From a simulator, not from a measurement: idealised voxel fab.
process module | voxel transistor to metal
cross-section cut | 215 nm wide | cells 5 nm
A cross-section is a grid of square cells, given in bands from the top down. A band is one or more rows of cells.
Each band's line starts with the height of the band's top and of its bottom, in nm. Then come its materials from left to right, each with its width in nm. One material with "throughout" fills the band from edge to edge. "air" is empty space.
Height 0 is the level under which the wafer as received is all one material. The lowest band goes on downwards, as in "0 down".
A width such as "30 to 40" changes by the same amount from each row of cells to the next, from the band's top row to its bottom row.
"no change" after a step means that no cell of the cross-section changed.
closed voids: empty space of 8 cells or more with no open way to the top, each as width x height at its distance from the left edge, in nm
after a step's settings: what the simulator itself notes on the step
overlay nm, on a step with a mask: how far to the right of its planned place the mask lay; to the left if negative
plan
1 op RECEIVE | material Si
2 op CONFORMAL_DEP | material SiO2 | thk nm 5
3 op CONFORMAL_DEP | material SiN | thk nm 15
4 op MASKED_ETCH | tone cover | mask id ACTIVE | width nm 110 | etch materials SiN | depth nm 15 | overlay nm 0
5 op MASKED_ETCH | tone cover | mask id ACTIVE | width nm 110 | etch materials SiO2 | depth nm 5 | overlay nm 0
6 op MASKED_ETCH | tone cover | mask id ACTIVE | width nm 110 | etch materials Si | depth nm 25 | overlay nm 0
7 op OXIDIZE | depth nm 5
8 op FILL_DEP | material SiO2 | thk nm 15
9 op CMP | height nm 20
10 op SELECTIVE_ETCH | etch materials SiO2 | depth nm 15
11 op STRIP | etch materials SiN
12 op SELECTIVE_ETCH | etch materials SiO2 | depth nm 5
13 op OXIDIZE | depth nm 5
14 op DIRECTIONAL_DEP | material polySi | thk nm 30
15 op DIRECTIONAL_DEP | material SiCN | thk nm 15
16 op DIRECTIONAL_DEP | material aC | thk nm 15
17 op PATTERN | tone cover | mask id GATE | material resist | width nm 30 | thk nm 30 | overlay nm 0
18 op DIRECTIONAL_ETCH | etch materials aC | depth nm 15
19 op STRIP | etch materials resist
20 op DIRECTIONAL_ETCH | etch materials SiCN | depth nm 25
21 op DIRECTIONAL_ETCH | etch materials polySi | depth nm 40
22 op STRIP | etch materials aC
23 op CONFORMAL_DEP | material SiO2 | thk nm 5
24 op DIRECTIONAL_ETCH | etch materials SiO2 | depth nm 5
25 op CONFORMAL_DEP | material SiN | thk nm 5
26 op DIRECTIONAL_ETCH | etch materials SiN | depth nm 5
27 op DIRECTIONAL_ETCH | etch materials SiO2 | depth nm 5
28 op DIRECTIONAL_ETCH | etch materials Si | depth nm 5
29 op EPI | material pSi | thk nm 5
30 op FILL_DEP | material SiO2 | thk nm 5
31 op CMP | height nm 30
32 op STRIP | etch materials polySi
33 op SELECTIVE_ETCH | etch materials SiO2 | depth nm 5
34 op CONFORMAL_DEP | material HfO2 | thk nm 5
35 op CONFORMAL_DEP | material TiN | thk nm 5
36 op FILL_DEP | material W | thk nm 5
37 op CMP | height nm 25
38 op DIRECTIONAL_DEP | material SiO2 | thk nm 15
39 op DIRECTIONAL_DEP | material aC | thk nm 15
40 op PATTERN | tone open | mask id CONTACT | material resist | width nm 20 | pitch nm 80 | thk nm 30 | overlay nm 0
41 op DIRECTIONAL_ETCH | etch materials aC | depth nm 15
42 op STRIP | etch materials resist
43 op DIRECTIONAL_ETCH | etch materials SiO2 | depth nm 45
44 op STRIP | etch materials aC
45 op CONFORMAL_DEP | material TiN | thk nm 5
46 op FILL_DEP | material W | thk nm 10
47 op CMP | height nm 40
48 op DIRECTIONAL_DEP | material TiN | thk nm 5
49 op DIRECTIONAL_DEP | material Ru | thk nm 20
50 op DIRECTIONAL_DEP | material aC | thk nm 10
51 op PATTERN | tone cover | mask id METAL_1 | material resist | width nm 20 | pitch nm 80 | thk nm 25 | overlay nm 0
52 op DIRECTIONAL_ETCH | etch materials aC | depth nm 10
53 op STRIP | etch materials resist
54 op DIRECTIONAL_ETCH | etch materials Ru | depth nm 20
55 op DIRECTIONAL_ETCH | etch materials TiN | depth nm 5
56 op STRIP | etch materials aC
57 op CONFORMAL_DEP | material SiCN | thk nm 5
58 op FILL_DEP | material SiO2 | thk nm 10
59 op CMP | height nm 65
60 op CONFORMAL_DEP | material SiCN | thk nm 5
as received, after step 1
  0 down: Si throughout
  closed voids: none
a wafer at the end: this start, this plan, one mistake
  70 to 65: SiCN throughout
  65 to 45: SiO2 50 | SiCN 5 | Ru 25 | SiCN 5 | SiO2 45 | SiCN 5 | Ru 25 | SiCN 5 | SiO2 50
  45 to 40: SiCN 55 | TiN 25 | SiCN 55 | TiN 25 | SiCN 55
  40 to 25: SiO2 55 | TiN 5 | W 10 | TiN 5 | SiO2 60 | TiN 5 | W 10 | TiN 5 | SiO2 60
  25 to 5: SiO2 55 | TiN 5 | W 10 | TiN 5 | SiO2 5 | SiN 5 | HfO2 5 | TiN 5 | W 20 | TiN 5 | HfO2 5 | SiN 5 | SiO2 5 | TiN 5 | W 10 | TiN 5 | SiO2 60
  5 to 0: SiO2 55 | TiN 5 | W 10 | TiN 5 | SiO2 5 | SiN 5 | HfO2 5 | TiN 30 | HfO2 5 | SiN 5 | SiO2 5 | TiN 5 | W 10 | TiN 5 | SiO2 60
  0 to -5: SiO2 55 | TiN 20 | pSi 5 | SiO2 5 | HfO2 40 | SiO2 5 | pSi 5 | TiN 20 | SiO2 60
  -5 to -10: SiO2 55 | pSi 25 | Si 50 | pSi 25 | SiO2 60
  -10 to -30: SiO2 55 | Si 100 | SiO2 60
  -30 down: Si throughout
  closed voids: none
what went wrong: step 51 ran as: op PATTERN | tone cover | mask id METAL_1 | material resist | width nm 25 | pitch nm 80 | thk nm 25 | overlay nm 0
